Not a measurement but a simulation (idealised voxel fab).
process module | voxel double patterning
cross-section cut | 215 nm wide | cells 5 nm
A cross-section is a grid of square cells, given in bands from the top down. A band is one or more rows of cells.
Each band's line starts with the height of the band's top and of its bottom, in nm. Then come its materials from left to right, each with its width in nm. One material with "throughout" fills the band from edge to edge. "air" is empty space.
Height 0 is the level under which the wafer as received is all one material. The lowest band goes on downwards, as in "0 down".
A width such as "30 to 40" changes by the same amount from each row of cells to the next, from the band's top row to its bottom row.
"no change" after a step means that no cell of the cross-section changed.
closed voids: empty space of 8 cells or more with no open way to the top, each as width x height at its distance from the left edge, in nm
after a step's settings: what the simulator itself notes on the step
overlay nm, on a step with a mask: how far to the right of its planned place the mask lay; to the left if negative
plan
1 op RECEIVE | material Si
2 op CONFORMAL_DEP | material SiO2 | thk nm 10
3 op DIRECTIONAL_DEP | material polySi | thk nm 10
4 op DIRECTIONAL_DEP | material SiN | thk nm 5
5 op DIRECTIONAL_DEP | material aC | thk nm 15
6 op PATTERN | tone open | mask id FIRST | material resist | width nm 15 | pitch nm 50 | thk nm 30 | overlay nm -15
7 op DIRECTIONAL_ETCH | etch materials aC | depth nm 15
8 op STRIP | etch materials resist
9 op DIRECTIONAL_ETCH | etch materials SiN | depth nm 5
10 op STRIP | etch materials aC
11 op MASKED_ETCH | tone open | mask id SECOND | width nm 15 | etch materials SiN | depth nm 5 | overlay nm 0
12 op DIRECTIONAL_ETCH | etch materials polySi | depth nm 10
13 op STRIP | etch materials SiN
varied across the wafers: overlay nm of step 6. The plan shows the first wafer's value. All wafers start alike
first wafer as received, after step 1
  0 down: Si throughout
  closed voids: none
each wafer at the end: cells of each material gained (+) or lost (-) since it was received, then its closed voids
overlay nm -15 | +86 SiO2 | +70 polySi | closed voids: none
overlay nm -10 | +86 SiO2 | +68 polySi | closed voids: none
overlay nm -5 | +86 SiO2 | +68 polySi | closed voids: none
overlay nm 0 | +86 SiO2 | +68 polySi | closed voids: none
overlay nm 5 | +86 SiO2 | +68 polySi | closed voids: none
overlay nm 10 | +86 SiO2 | +68 polySi | closed voids: none
overlay nm 15 | +86 SiO2 | +70 polySi | closed voids: none
